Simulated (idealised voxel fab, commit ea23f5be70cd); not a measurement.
Process module heading - voxel gate over fins
Pictured: cross-section cut, 245 nm wide, on a grid of 5 nm square cells.
Cross-section spec: square-cell grid; bands listed top down; each band is one or more rows.
Heights first: top, then bottom, in nm. Then materials, left to right, each with a width in nm. "everywhere" on a single material: fills the band edge to edge. "air": empty space.
Below 0: as-received wafer, all one material; heights counted from there. Lowest band: no bottom, goes on down, written "z 0 and below".
A width such as "30->40" changes by the same amount from each row of cells to the next, from the band's top row to its bottom row.
Given "identical to before" for a step, no cell of the cross-section differs between before and after that step.
Basically, "Closed cavities" tells you about the enclosed voids: empty spaces with no open way to the top, 8 cells or bigger, each written width x height at distance, where distance is from the left edge, all in nm.
It should be noted that, on the line of a given step, the content following the step's settings is a remark produced by the simulator itself with respect to that step.
overlay nm: on a step with a mask, how far right of its planned place the mask lay; negative means left.
# Below is the list of planned process steps
step 1: RECEIVE,material Si
step 2: CONFORMAL_DEP,material SiN,thk nm 5
step 3: PATTERN,tone cover,mask id FINS,material resist,width nm 15,pitch nm 35,thk nm 20,overlay nm 0
step 4: DIRECTIONAL_ETCH,etch materials SiN,depth nm 5
step 5: DIRECTIONAL_ETCH,etch materials Si,depth nm 30
step 6: STRIP,etch materials resist
step 7: FILL_DEP,material SiO2,thk nm 10
step 8: CMP,height nm 5
step 9: SELECTIVE_ETCH,etch materials SiO2,depth nm 20
step 10: STRIP,etch materials SiN
step 11: CONFORMAL_DEP,material HfO2,thk nm 5
step 12: CONFORMAL_DEP,material TiN,thk nm 5
step 13: CONFORMAL_DEP,material TiAl,thk nm 5
step 14: CONFORMAL_DEP,material TiN,thk nm 5
step 15: FILL_DEP,material W,thk nm 15
step 16: CMP,height nm 30
step 17: CONFORMAL_DEP,material SiCN,thk nm 5
Every wafer here starts from the same state; it is the step 2 thk nm that distinguishes them, and the value the plan gives belongs to the first wafer.
# As-received cross-section, first of several wafers, post step 1
z 0 and below = Si everywhere
Closed cavities: none
# Basically each wafer gets a line in the table, showing it at the end of the module: material by material, the cells it gained (+) or lost (-) since we got it, then its closed voids
thk nm 5 | +61 HfO2 | -258 Si | +49 SiCN | +129 SiO2 | +55 TiAl | +116 TiN | +191 W | Closed cavities: none
thk nm 10 | +49 HfO2 | +49 SiCN | +49 TiAl | +98 TiN | +98 W | Closed cavities: none
thk nm 15 | +49 HfO2 | +49 SiCN | +49 TiAl | +98 TiN | +98 W | Closed cavities: none
thk nm 20 | +49 HfO2 | +49 SiCN | +49 TiAl | +98 TiN | +98 W | Closed cavities: none
